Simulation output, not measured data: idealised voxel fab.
Process module heading - voxel transistor to metal
Each square cell in cross-section cut measures 5 nm, and the section as a whole is 155 nm wide.
Cross-sections here: square-cell grids, written as top-down lists of bands, a band being one or more rows of cells.
The entry gives the band's vertical extent as a top height and a bottom height in nm, then its horizontal make-up as materials from left to right, each with a width in nm. "air" stands for empty space; a single material marked "everywhere" fills the band edge to edge.
Where do heights start? At 0: under that level the wafer as delivered is made of one material only. And the lowest band has no floor; it just carries on downward, as in "0 and below".
The expression "30..40" gives the width at the extremes of the band, the first number at its top row of cells and the second at its bottom row, with the width changing by equal amounts from each row to the next in between.
No cell of the cross-section changed in a step that is given as "left unchanged".
Basically, "Enclosed void entries" tells you about the enclosed voids: empty spaces with no open way to the top, 8 cells or bigger, each written width x height at distance, where distance is from the left edge, all in nm.
after a step's settings: what the simulator itself notes on the step
Among the settings permitted on a step's line is "overlay nm"; applied to a step with a mask, it specifies the extent to which the mask lay to the right of its planned position, whereas a negative figure signifies a position to the left.
# Below is the list of planned process steps
1) RECEIVE,material Si
2) CONFORMAL_DEP,material SiO2,thk nm 5
3) CONFORMAL_DEP,material SiN,thk nm 15
4) MASKED_ETCH,tone cover,mask id ACTIVE,width nm 120,etch materials SiN,depth nm 15,overlay nm 0
5) MASKED_ETCH,tone cover,mask id ACTIVE,width nm 120,etch materials SiO2,depth nm 5,overlay nm 0
6) MASKED_ETCH,tone cover,mask id ACTIVE,width nm 120,etch materials Si,depth nm 20,overlay nm 0
7) FILL_DEP,material SiO2,thk nm 5
8) CMP,height nm 20
9) SELECTIVE_ETCH,etch materials SiO2,depth nm 10
10) STRIP,etch materials SiN
11) SELECTIVE_ETCH,etch materials SiO2,depth nm 5
12) OXIDIZE,depth nm 5
13) DIRECTIONAL_DEP,material polySi,thk nm 20
14) DIRECTIONAL_DEP,material SiCN,thk nm 15
15) PATTERN,tone cover,mask id GATE,material resist,width nm 30,thk nm 15,overlay nm 0
16) DIRECTIONAL_ETCH,etch materials SiCN,depth nm 25
17) DIRECTIONAL_ETCH,etch materials polySi,depth nm 30
18) STRIP,etch materials resist
19) CONFORMAL_DEP,material SiN,thk nm 5
20) DIRECTIONAL_ETCH,etch materials SiN,depth nm 5
21) DIRECTIONAL_ETCH,etch materials SiO2,depth nm 5
22) DIRECTIONAL_ETCH,etch materials Si,depth nm 15
23) EPI,material SiGe,thk nm 15
24) FILL_DEP,material SiO2,thk nm 10
25) CMP,height nm 20
26) STRIP,etch materials polySi
27) SELECTIVE_ETCH,etch materials SiO2,depth nm 5
28) CONFORMAL_DEP,material HfO2,thk nm 5
29) CONFORMAL_DEP,material TiN,thk nm 5
30) FILL_DEP,material W,thk nm 10
31) CMP,height nm 15
32) DIRECTIONAL_DEP,material SiO2,thk nm 15
33) PATTERN,tone open,mask id CONTACT,material resist,width nm 20,pitch nm 80,thk nm 20,overlay nm 0
34) DIRECTIONAL_ETCH,etch materials SiO2,depth nm 35
35) STRIP,etch materials resist
36) CONFORMAL_DEP,material TiN,thk nm 5
37) FILL_DEP,material W,thk nm 5
38) CMP,height nm 30
39) DIRECTIONAL_DEP,material TiN,thk nm 5
40) DIRECTIONAL_DEP,material Ru,thk nm 25
41) MASKED_ETCH,tone cover,mask id METAL_1,width nm 20,pitch nm 80,etch materials Ru,depth nm 25,overlay nm 0
42) MASKED_ETCH,tone cover,mask id METAL_1,width nm 20,pitch nm 80,etch materials TiN,depth nm 5,overlay nm 0
43) FILL_DEP,material lowk,thk nm 10
44) CMP,height nm 60
45) CONFORMAL_DEP,material SiCN,thk nm 5
46) DIRECTIONAL_DEP,material SiO2,thk nm 35
47) MASKED_ETCH,tone open,mask id METAL_2,width nm 20,pitch nm 80,etch materials SiO2,depth nm 20,overlay nm 0
48) DIRECTIONAL_DEP,material aC,thk nm 10
49) PATTERN,tone open,mask id METAL_2_HOLES,material resist,width nm 15,pitch nm 80,thk nm 30,overlay nm 0
50) DIRECTIONAL_ETCH,etch materials aC,depth nm 10
51) STRIP,etch materials resist
52) DIRECTIONAL_ETCH,etch materials SiO2,depth nm 15
53) DIRECTIONAL_ETCH,etch materials SiCN,depth nm 5
54) STRIP,etch materials aC
55) CONFORMAL_DEP,material TiN,thk nm 5
56) FILL_DEP,material Cu,thk nm 10
57) CMP,height nm 100
58) CONFORMAL_DEP,material SiCN,thk nm 5
# So this is the incoming wafer in cross-section - it's already been through step 1
0 and below  Si everywhere
Enclosed void entries: none
# Wafer cross-section at module end: first of two, run to plan
105 down to 100  SiCN everywhere
100 down to 85  SiO2 (25); TiN (5); Cu (10); TiN (5); SiO2 (60); TiN (5); Cu (10); TiN (5); SiO2 (30)
85 down to 80  SiO2 (25); TiN (5); Cu (5); TiN (10); SiO2 (60); TiN (5); Cu (5); TiN (10); SiO2 (30)
80 down to 65  SiO2 (25); TiN (5); Cu (5); TiN (5); SiO2 (65); TiN (5); Cu (5); TiN (5); SiO2 (35)
65 down to 60  SiCN (25); TiN (15); SiCN (65); TiN (15); SiCN (35)
60 down to 35  lowk (25); Ru (20); lowk (60); Ru (20); lowk (30)
35 down to 30  lowk (25); TiN (20); lowk (60); TiN (20); lowk (30)
30 down to 15  SiO2 (25); TiN (5); W (10); TiN (5); SiO2 (60); TiN (5); W (10); TiN (5); SiO2 (30)
15 down to 10  SiO2 (25); TiN (5); W (5); TiN (10); SiO2 (10); SiN (5); HfO2 (5); TiN (5); W (10); TiN (5); HfO2 (5); SiN (5); SiO2 (10); TiN (10); W (5); TiN (5); SiO2 (30)
10 down to 5  SiO2 (25); TiN (5); W (5); TiN (5); SiGe (15); SiN (5); HfO2 (5); TiN (5); W (10); TiN (5); HfO2 (5); SiN (5); SiGe (15); TiN (5); W (5); TiN (5); SiO2 (30)
5 down to 0  SiO2 (10); SiN (5); SiO2 (10); TiN (5); W (5); TiN (5); SiGe (15); SiN (5); HfO2 (5); TiN (20); HfO2 (5); SiN (5); SiGe (15); TiN (5); W (5); TiN (5); SiO2 (10); SiN (5); SiO2 (15)
0 down to -5  SiO2 (25); TiN (15); SiGe (15); HfO2 (40); SiGe (15); TiN (15); SiO2 (30)
-5 down to -20  SiO2 (15); SiGe (40); Si (40); SiGe (40); SiO2 (20)
-20 and below  Si everywhere
Enclosed void entries: none
# Here's the second of our two wafers sectioned at module end. Same start as the first, same plan, but one mistake got made running it
105 down to 100  SiCN everywhere
100 down to 85  SiO2 (25); TiN (5); Cu (10); TiN (5); SiO2 (60); TiN (5); Cu (10); TiN (5); SiO2 (30)
85 down to 80  SiO2 (25); TiN (5); Cu (5); TiN (10); SiO2 (60); TiN (5); Cu (5); TiN (10); SiO2 (30)
80 down to 65  SiO2 (25); TiN (5); Cu (5); TiN (5); SiO2 (65); TiN (5); Cu (5); TiN (5); SiO2 (35)
65 down to 60  SiCN (25); TiN (15); SiCN (65); TiN (15); SiCN (35)
60 down to 35  lowk (25); Ru (20); lowk (60); Ru (20); lowk (30)
35 down to 30  lowk (25); TiN (20); lowk (60); TiN (20); lowk (30)
30 down to 20  SiO2 (25); TiN (5); W (10); TiN (5); SiO2 (60); TiN (5); W (10); TiN (5); SiO2 (30)
20 down to 15  SiO2 (25); TiN (5); W (5); TiN (10); SiO2 (60); TiN (10); W (5); TiN (5); SiO2 (30)
15 down to 10  SiO2 (25); TiN (5); W (5); TiN (5); SiGe (15); SiN (5); HfO2 (5); TiN (5); W (10); TiN (5); HfO2 (5); SiN (5); SiGe (15); TiN (5); W (5); TiN (5); SiO2 (30)
10 down to 5  SiO2 (25); TiN (5); W (5); TiN (5); SiGe (15); SiN (5); HfO2 (5); TiN (20); HfO2 (5); SiN (5); SiGe (15); TiN (5); W (5); TiN (5); SiO2 (30)
5 down to 0  SiO2 (25); TiN (15); SiGe (15); HfO2 (40); SiGe (15); TiN (15); SiO2 (30)
0 down to -15  SiO2 (15); SiGe (40); Si (40); SiGe (40); SiO2 (20)
-15 down to -20  SiO2 (15); Si (120); SiO2 (20)
-20 and below  Si everywhere
Enclosed void entries: none
The mistake made against the process plan was this: steps 10 and 11 run out of order (swapped)
Heads up, by the end the second wafer has more or fewer cells of some materials compared to the first: HfO2: 2 fewer; Si: 24 more; SiN: 4 fewer; SiO2: 6 fewer; TiN: 6 fewer; W: 6 fewer
